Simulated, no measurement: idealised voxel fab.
The name of this process module is voxel wiring stack.
Cross-section cut spans 215 nm and uses square cells 5 nm in size.
A cross-section is written here as square cells arranged in a grid, and it is given in bands from the top down, each band taking up one or more rows of cells. For a band, the entry starts with two heights in nm, that of the top and then that of the bottom, and carries on with the band's materials in order from left to right, each alongside its width in nm; the word "everywhere" beside a single material means it fills the band edge to edge, and "air" means empty space. Basically, 0 is our baseline, since under it the wafer straight out of the box is all one material. The bottom band has no lower end and keeps on going down, so it looks like "0..down". Read "30 to 40" as a graded width: first number on top, second number at the bottom, same change between each pair of neighbouring rows. Basically "remained unchanged" means that step didn't change any cell in the cross-section. You'll see "Trapped cavities" listing empty spaces that have no way open to the top, as long as they're 8 cells or more; the notation is width x height at distance, where the distance is from the left edge, and all of it is in nm. Whatever follows a step's settings on its line is a remark the simulator itself makes about that step. overlay nm: on a step with a mask, how far right of its planned place the mask lay; negative means left.
Intended process steps
1) RECEIVE [material Si]
2) CONFORMAL_DEP [material SiO2] [thk nm 15]
3) DIRECTIONAL_DEP [material TiN] [thk nm 5]
4) DIRECTIONAL_DEP [material W] [thk nm 25]
5) MASKED_ETCH [tone cover] [mask id METAL_1] [width nm 25] [pitch nm 50] [etch materials W] [depth nm 25] [overlay nm 0]
6) MASKED_ETCH [tone cover] [mask id METAL_1] [width nm 25] [pitch nm 50] [etch materials TiN] [depth nm 5] [overlay nm 0]
7) CONFORMAL_DEP [material SiCN] [thk nm 5]
8) FILL_DEP [material lowk] [thk nm 10]
9) CMP [height nm 45]
10) CONFORMAL_DEP [material SiCN] [thk nm 5]
11) DIRECTIONAL_DEP [material lowk] [thk nm 10]
12) DIRECTIONAL_DEP [material aC] [thk nm 15]
13) PATTERN [tone open] [mask id PLUG_1] [material resist] [width nm 15] [pitch nm 50] [thk nm 35] [overlay nm 0]
14) DIRECTIONAL_ETCH [etch materials aC] [depth nm 15]
15) STRIP [etch materials resist]
16) DIRECTIONAL_ETCH [etch materials lowk] [depth nm 10]
17) DIRECTIONAL_ETCH [etch materials SiCN] [depth nm 5]
18) STRIP [etch materials aC]
19) CONFORMAL_DEP [material TiN] [thk nm 5]
20) FILL_DEP [material W] [thk nm 5]
21) CMP [height nm 60]
22) DIRECTIONAL_DEP [material TiN] [thk nm 5]
23) DIRECTIONAL_DEP [material W] [thk nm 15]
24) MASKED_ETCH [tone cover] [mask id METAL_2] [width nm 25] [pitch nm 50] [etch materials W] [depth nm 5] [overlay nm 0]
25) MASKED_ETCH [tone cover] [mask id METAL_2] [width nm 25] [pitch nm 50] [etch materials TiN] [depth nm 5] [overlay nm 0]
26) CONFORMAL_DEP [material SiN] [thk nm 5]
27) FILL_DEP [material SiO2] [thk nm 5]
28) CMP [height nm 80]
29) CONFORMAL_DEP [material SiCN] [thk nm 5]
30) DIRECTIONAL_DEP [material SiO2] [thk nm 25]
31) DIRECTIONAL_DEP [material aC] [thk nm 15]
32) PATTERN [tone open] [mask id METAL_3] [material resist] [width nm 25] [pitch nm 50] [thk nm 30] [overlay nm 0]
33) DIRECTIONAL_ETCH [etch materials aC] [depth nm 15]
34) STRIP [etch materials resist]
35) DIRECTIONAL_ETCH [etch materials SiO2] [depth nm 15]
36) STRIP [etch materials aC]
37) PATTERN [tone open] [mask id METAL_3_HOLES] [material resist] [width nm 15] [thk nm 20] [overlay nm 0]
38) DIRECTIONAL_ETCH [etch materials SiO2] [depth nm 10]
39) DIRECTIONAL_ETCH [etch materials SiCN] [depth nm 5]
40) STRIP [etch materials resist]
41) CONFORMAL_DEP [material TiN] [thk nm 5]
42) FILL_DEP [material Ru] [thk nm 10]
43) CMP [height nm 110]
44) CONFORMAL_DEP [material SiN] [thk nm 5]
Split variable: depth nm, step 24. Plan value = first wafer. Wafers start alike.
Cross-section of the first of several received wafers, showing its state after step 1
	0..down | Si everywhere
	Trapped cavities: none
The cross-section of the first of several wafers is given below for the end of the module, after its final step, step 44
	115..110 | SiN everywhere
	110..100 | SiO2 70; TiN 5; Ru 15; TiN 5; SiO2 25; TiN 5; Ru 15; TiN 5; SiO2 70
	100..95 | SiO2 70; TiN 5; Ru 5; TiN 15; SiO2 25; TiN 25; SiO2 70
	95..85 | SiO2 70; TiN 5; Ru 5; TiN 5; SiO2 130
	85..80 | SiCN 70; TiN 15; SiCN 130
	80..75 | SiN 70; W 25; SiN 25; W 25; SiN 70
	75..65 | W everywhere
	65..60 | TiN everywhere
	60..50 | lowk 70; TiN 5; W 5; TiN 5; lowk 35; TiN 5; W 5; TiN 5; lowk 80
	50..45 | SiCN 70; TiN 15; SiCN 35; TiN 15; SiCN 80
	45..20 | lowk 65; SiCN 5; W 25; SiCN 5; lowk 15; SiCN 5; W 25; SiCN 5; lowk 65
	20..15 | SiCN 70; TiN 25; SiCN 25; TiN 25; SiCN 70
	15..0 | SiO2 everywhere
	0..down | Si everywhere
	Trapped cavities: none
Here's the last wafer cross-sectioned at the end of the module
	115..110 | SiN everywhere
	110..100 | SiO2 70; TiN 5; Ru 15; TiN 5; SiO2 25; TiN 5; Ru 15; TiN 5; SiO2 70
	100..95 | SiO2 70; TiN 5; Ru 5; TiN 15; SiO2 25; TiN 25; SiO2 70
	95..85 | SiO2 70; TiN 5; Ru 5; TiN 5; SiO2 130
	85..80 | SiCN 70; TiN 15; SiCN 130
	80..65 | SiO2 65; SiN 5; W 25; SiN 5; SiO2 15; SiN 5; W 25; SiN 5; SiO2 65
	65..60 | SiN 70; TiN 25; SiN 25; TiN 25; SiN 70
	60..50 | lowk 70; TiN 5; W 5; TiN 5; lowk 35; TiN 5; W 5; TiN 5; lowk 80
	50..45 | SiCN 70; TiN 15; SiCN 35; TiN 15; SiCN 80
	45..20 | lowk 65; SiCN 5; W 25; SiCN 5; lowk 15; SiCN 5; W 25; SiCN 5; lowk 65
	20..15 | SiCN 70; TiN 25; SiCN 25; TiN 25; SiCN 70
	15..0 | SiO2 everywhere
	0..down | Si everywhere
	Trapped cavities: none
Quick key for the table: a row per wafer, taken at the end of the module. For each material it tells you how many cells the wafer gained (+) or lost (-) since it came in, and the closed voids come after
depth nm 5 | +15 Ru | +130 SiCN | +76 SiN | +308 SiO2 | +91 TiN | +150 W | +219 lowk | Trapped cavities: none
depth nm 10 | +15 Ru | +130 SiCN | +80 SiN | +337 SiO2 | +91 TiN | +117 W | +219 lowk | Trapped cavities: none
depth nm 15 | +15 Ru | +130 SiCN | +88 SiN | +395 SiO2 | +58 TiN | +84 W | +219 lowk | Trapped cavities: none
depth nm 20 | +15 Ru | +130 SiCN | +88 SiN | +395 SiO2 | +58 TiN | +84 W | +219 lowk | Trapped cavities: none
depth nm 25 | +15 Ru | +130 SiCN | +88 SiN | +395 SiO2 | +58 TiN | +84 W | +219 lowk | Trapped cavities: none
depth nm 30 | +15 Ru | +130 SiCN | +88 SiN | +395 SiO2 | +58 TiN | +84 W | +219 lowk | Trapped cavities: none
